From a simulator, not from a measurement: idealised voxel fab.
The following process module bears the name voxel quadruple lines.
Section shown: cut. Width: 260 nm. Cell size: 5 nm, square.
For the purposes of this document, a cross-section shall be understood as a grid of square cells, specified as bands listed in top-to-bottom order, each band consisting of one or more rows of cells.
A band entry consists of two parts. The first gives the height of the band's top and the height of its bottom, in nm. The rest lists the band's materials from left to right, each with its width in nm. A single material labelled with the word "edge to edge" fills the band from edge to edge, and the word "blank" marks empty space.
Below 0: as-received wafer, all one material; heights counted from there. Lowest band: no bottom, goes on down, written "z 0 and below".
Graded width ("30->40"): value in top row of band = first number; value in bottom row = second number; row-to-row change constant.
When a step is marked "nothing changed", none of the cells in the cross-section changed during that step.
For the entry "Closed void entries", the listed items are empty spaces with no open way to the top whose size is 8 cells or more; each item follows the pattern width x height at distance, where distance is from the left edge and all three are in nm.
Step line, after settings: the simulator's comment on this step.
Regarding "overlay nm": on a step with a mask, it is the distance the mask lay to the right of its planned place; a negative value places it to the left.
## The following list gives the planned process steps
1 RECEIVE,material Si
2 CONFORMAL_DEP,material SiO2,thk nm 5
3 DIRECTIONAL_DEP,material Ru,thk nm 10
4 DIRECTIONAL_DEP,material polySi,thk nm 15
5 DIRECTIONAL_DEP,material aC,thk nm 20
6 PATTERN,tone cover,mask id MANDREL,material resist,width nm 25,thk nm 25,overlay nm 0
7 DIRECTIONAL_ETCH,etch materials aC,depth nm 20
8 STRIP,etch materials resist
9 CONFORMAL_DEP,material SiO2,thk nm 15
10 DIRECTIONAL_ETCH,etch materials SiO2,depth nm 15
11 STRIP,etch materials aC
12 DIRECTIONAL_ETCH,etch materials polySi,depth nm 15
13 STRIP,etch materials SiO2
14 CONFORMAL_DEP,material SiCN,thk nm 10
15 DIRECTIONAL_ETCH,etch materials SiCN,depth nm 10
16 STRIP,etch materials polySi
17 DIRECTIONAL_ETCH,etch materials Ru,depth nm 10
18 STRIP,etch materials SiCN
Split variable: width nm, step 6. Plan value = first wafer. Wafers start alike.
## Sectional view: first of several wafers, as received, after step 1
- z 0 and below  Si edge to edge
- Closed void entries: none
## Below, a row for every wafer. Read it as the end-of-module picture: for each material the wafer shows its cells gained (+) or lost (-) since it was received, and then its closed voids
width nm 25; +16 Ru; +52 SiO2; Closed void entries: none
width nm 30; +16 Ru; +52 SiO2; Closed void entries: none
width nm 35; +16 Ru; +52 SiO2; Closed void entries: none
width nm 40; +16 Ru; +52 SiO2; Closed void entries: none
width nm 45; +16 Ru; +52 SiO2; Closed void entries: none
width nm 50; +16 Ru; +52 SiO2; Closed void entries: none
